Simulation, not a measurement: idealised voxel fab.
Process module name: voxel self aligned contacts
Cross-section cut: width 230 nm, square cells of 5 nm.
Cross-section format: a grid of square cells, given as bands from top to bottom; each band is one or more rows of cells. Band: top height; bottom height; in nm. Then, left to right: material with width in nm, for each material. "throughout": a single material spanning edge to edge. "blank": empty space. Beneath 0, the wafer as received is one material, and that level is where height counting begins. The lowest band goes on downward without a bottom; it is written like "0 -> down". Quick explanation for "30->40": the width changes in equal steps down the rows of cells, from the first number in the band's top row to the second number in its bottom row. Reading "nothing changed" for a step: not a cell of the cross-section changed in it. This entry, "Unvented voids", enumerates those empty regions of no fewer than 8 cells that possess no open connection to the top. Each region is reported in the form width x height at distance, the distance being taken from the left edge, with all three quantities expressed in nm. after a step's settings: what the simulator itself notes on the step. "overlay nm" denotes, for a step that has a mask, the displacement of the mask to the right of its planned place, with negative values corresponding to the left.

Below is the list of planned process steps
1 RECEIVE | material Si
2 OXIDIZE | depth nm 5
3 DIRECTIONAL_DEP | material polySi | thk nm 30
4 DIRECTIONAL_DEP | material SiN | thk nm 25
5 MASKED_ETCH | tone cover | mask id GATE | width nm 35 | pitch nm 80 | etch materials SiN | depth nm 25 | overlay nm 0
6 MASKED_ETCH | tone cover | mask id GATE | width nm 35 | pitch nm 80 | etch materials polySi | depth nm 30 | overlay nm 0
7 CONFORMAL_DEP | material SiN | thk nm 10
8 DIRECTIONAL_ETCH | etch materials SiN | depth nm 10
9 FILL_DEP | material SiO2 | thk nm 15
10 CMP | height nm 65
11 PATTERN | tone open | mask id CONTACT | material resist | width nm 65 | pitch nm 80 | thk nm 15 | overlay nm 0
12 DIRECTIONAL_ETCH | etch materials SiO2 | depth nm 70
13 STRIP | etch materials resist
14 CONFORMAL_DEP | material TiN | thk nm 5
15 FILL_DEP | material Ru | thk nm 5
16 CMP | height nm 65
17 CONFORMAL_DEP | material SiCN | thk nm 5

Cross-section: wafer on arrival = after step 1
> 0 -> down = Si throughout
> Unvented voids: none

Below is the wafer in cross-section after the module was completed. It began from the starting point shown above and followed the plan shown above, except that one mistake was made while running it
> 70 -> 65 = SiCN throughout
> 65 -> 55 = SiO2=40 / TiN=5->25 / Ru=55->15 / TiN=5->25 / SiO2=15 / TiN=5->25 / Ru=55->15 / TiN=5->25 / SiO2=45
> 55 -> 30 = SiO2=5 / SiN=55 / TiN=5 / Ru=15 / TiN=5 / SiN=55 / TiN=5 / Ru=15 / TiN=5 / SiN=55 / SiO2=10
> 30 -> 15 = SiO2=5 / SiN=10 / polySi=35 / SiN=10 / TiN=5 / Ru=15 / TiN=5 / SiN=10 / polySi=35 / SiN=10 / TiN=5 / Ru=15 / TiN=5 / SiN=10 / polySi=35 / SiN=10 / SiO2=10
> 15 -> 10 = SiO2=5 / SiN=10 / polySi=35 / SiN=10 / TiN=25 / SiN=10 / polySi=35 / SiN=10 / TiN=25 / SiN=10 / polySi=35 / SiN=10 / SiO2=10
> 10 -> 0 = SiN=15 / polySi=35 / SiN=45 / polySi=35 / SiN=45 / polySi=35 / SiN=20
> 0 -> -5 = SiO2 throughout
> -5 -> down = Si throughout
> Unvented voids: none
Diagnosis: deviation from plan: step 8 and step 7 executed in one another's positions
